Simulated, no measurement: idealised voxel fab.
A process module follows: voxel transistor to metal.
Cross-section cut spans 180 nm and uses square cells 5 nm in size.
Reading order for cross-sections: top band down to bottom band. Underlying form: a grid of square cells. Band size: one or more rows of cells.
For a band, the entry starts with two heights in nm, that of the top and then that of the bottom, and carries on with the band's materials in order from left to right, each alongside its width in nm; the word "throughout" beside a single material means it fills the band edge to edge, and "air" means empty space.
A quick word on heights: they are counted from 0, and under that level the wafer as it came to us is one material throughout. The lowest band is different from the rest in having no bottom; it simply continues downward, written as in "from 0 down".
A width such as "30..40" changes by the same amount from each row of cells to the next, from the band's top row to its bottom row.
Step note "remained unchanged" = no cross-section cell changed.
The list in "Closed void list" covers empty spaces of 8 cells or more that cannot reach the top through any open way, and it gives each as width x height at distance; the distance is from the left edge, and width, height and distance are in nm.
Text after the settings on a step's line: the simulator's own remark on that step.
For masked steps, "overlay nm" on the step line gives how far right of plan the mask actually lay; a minus sign means it lay to the left.
**Process steps foreseen in the plan**
- 1: op RECEIVE | material Si
- 2: op CONFORMAL_DEP | material SiO2 | thk nm 5
- 3: op CONFORMAL_DEP | material SiN | thk nm 10
- 4: op MASKED_ETCH | tone cover | mask id ACTIVE | width nm 105 | etch materials SiN | depth nm 10 | overlay nm 0
- 5: op MASKED_ETCH | tone cover | mask id ACTIVE | width nm 105 | etch materials SiO2 | depth nm 5 | overlay nm 0
- 6: op MASKED_ETCH | tone cover | mask id ACTIVE | width nm 105 | etch materials Si | depth nm 35 | overlay nm 0
- 7: op FILL_DEP | material SiO2 | thk nm 15
- 8: op CMP | height nm 15
- 9: op SELECTIVE_ETCH | etch materials SiO2 | depth nm 5
- 10: op STRIP | etch materials SiN
- 11: op SELECTIVE_ETCH | etch materials SiO2 | depth nm 5
- 12: op OXIDIZE | depth nm 5
- 13: op DIRECTIONAL_DEP | material polySi | thk nm 20
- 14: op DIRECTIONAL_DEP | material SiCN | thk nm 10
- 15: op MASKED_ETCH | tone cover | mask id GATE | width nm 25 | etch materials SiCN | depth nm 20 | overlay nm 0
- 16: op MASKED_ETCH | tone cover | mask id GATE | width nm 25 | etch materials polySi | depth nm 30 | overlay nm 0
- 17: op CONFORMAL_DEP | material SiN | thk nm 10
- 18: op DIRECTIONAL_ETCH | etch materials SiN | depth nm 10
- 19: op DIRECTIONAL_ETCH | etch materials SiO2 | depth nm 5
- 20: op DIRECTIONAL_ETCH | etch materials Si | depth nm 10
- 21: op EPI | material nSi | thk nm 10
- 22: op FILL_DEP | material SiO2 | thk nm 5
- 23: op CMP | height nm 30
- 24: op DIRECTIONAL_DEP | material SiO2 | thk nm 15
- 25: op PATTERN | tone open | mask id CONTACT | material resist | width nm 30 | pitch nm 65 | thk nm 15 | overlay nm 0
- 26: op DIRECTIONAL_ETCH | etch materials SiO2 | depth nm 50
- 27: op STRIP | etch materials resist
- 28: op CONFORMAL_DEP | material TiN | thk nm 5
- 29: op FILL_DEP | material W | thk nm 5
- 30: op CMP | height nm 45
- 31: op CONFORMAL_DEP | material SiCN | thk nm 5
- 32: op DIRECTIONAL_DEP | material lowk | thk nm 25
- 33: op PATTERN | tone open | mask id METAL_1 | material resist | width nm 15 | pitch nm 80 | thk nm 20 | overlay nm 0
- 34: op DIRECTIONAL_ETCH | etch materials lowk | depth nm 25
- 35: op DIRECTIONAL_ETCH | etch materials SiCN | depth nm 5
- 36: op STRIP | etch materials resist
- 37: op CONFORMAL_DEP | material TiN | thk nm 5
- 38: op FILL_DEP | material W | thk nm 10
- 39: op CMP | height nm 75
- 40: op CONFORMAL_DEP | material SiCN | thk nm 5
- 41: op DIRECTIONAL_DEP | material SiO2 | thk nm 35
- 42: op MASKED_ETCH | tone open | mask id METAL_2 | width nm 15 | pitch nm 80 | etch materials SiO2 | depth nm 20 | overlay nm 0
- 43: op DIRECTIONAL_DEP | material aC | thk nm 10
- 44: op PATTERN | tone open | mask id METAL_2_HOLES | material resist | width nm 15 | pitch nm 80 | thk nm 25 | overlay nm 0
- 45: op DIRECTIONAL_ETCH | etch materials aC | depth nm 10
- 46: op STRIP | etch materials resist
- 47: op DIRECTIONAL_ETCH | etch materials SiO2 | depth nm 15
- 48: op DIRECTIONAL_ETCH | etch materials SiCN | depth nm 5
- 49: op STRIP | etch materials aC
- 50: op CONFORMAL_DEP | material TiN | thk nm 5
- 51: op FILL_DEP | material Cu | thk nm 10
- 52: op CMP | height nm 115
- 53: op CONFORMAL_DEP | material SiCN | thk nm 5
**Wafer at receipt (post step 1), cross-section**
from 0 down: Si throughout
Closed void list: none
**Final wafer profile in cross-section after the module, from the same start and plan as above, with one mistake made during processing**
from 120 to 115: SiCN throughout
from 115 to 80: SiO2 40, then TiN 5, then Cu 5, then TiN 5, then SiO2 65, then TiN 5, then Cu 5, then TiN 5, then SiO2 45
from 80 to 75: SiCN 40, then TiN 15, then SiCN 65, then TiN 15, then SiCN 45
from 75 to 50: lowk 40, then TiN 5, then W 5, then TiN 5, then lowk 65, then TiN 5, then W 5, then TiN 5, then lowk 45
from 50 to 45: SiCN 40, then TiN 15, then SiCN 65, then TiN 15, then SiCN 45
from 45 to 35: SiO2 40, then TiN 5, then W 20, then TiN 5, then SiO2 35, then TiN 5, then W 20, then TiN 5, then SiO2 45
from 35 to 30: SiO2 40, then TiN 5, then W 15, then TiN 10, then SiO2 35, then TiN 10, then W 15, then TiN 5, then SiO2 45
from 30 to 20: SiO2 40, then TiN 5, then W 15, then TiN 5, then SiN 10, then SiCN 25, then SiN 10, then TiN 5, then W 15, then TiN 5, then SiO2 45
from 20 to 10: SiO2 40, then TiN 5, then W 15, then TiN 5, then SiN 10, then polySi 25, then SiN 10, then TiN 5, then W 15, then TiN 5, then SiO2 45
from 10 to 5: SiO2 40, then TiN 25, then SiN 10, then polySi 25, then SiN 10, then TiN 25, then SiO2 45
from 5 to 0: SiO2 30, then SiN 10, then nSi 10, then TiN 5, then nSi 10, then SiN 10, then polySi 25, then SiN 10, then nSi 10, then TiN 5, then nSi 10, then SiN 10, then SiO2 35
from 0 to -5: SiO2 40, then nSi 25, then SiO2 45, then nSi 25, then SiO2 45
from -5 to -10: SiO2 35, then Si 5, then nSi 25, then Si 45, then nSi 25, then Si 5, then SiO2 40
from -10 to -35: SiO2 35, then Si 105, then SiO2 40
from -35 down: Si throughout
Closed void list: none
So what did we get wrong on this run? the process deviated at step 20: the operation and settings actually run there were op DIRECTIONAL_ETCH | etch materials Si | depth nm 5
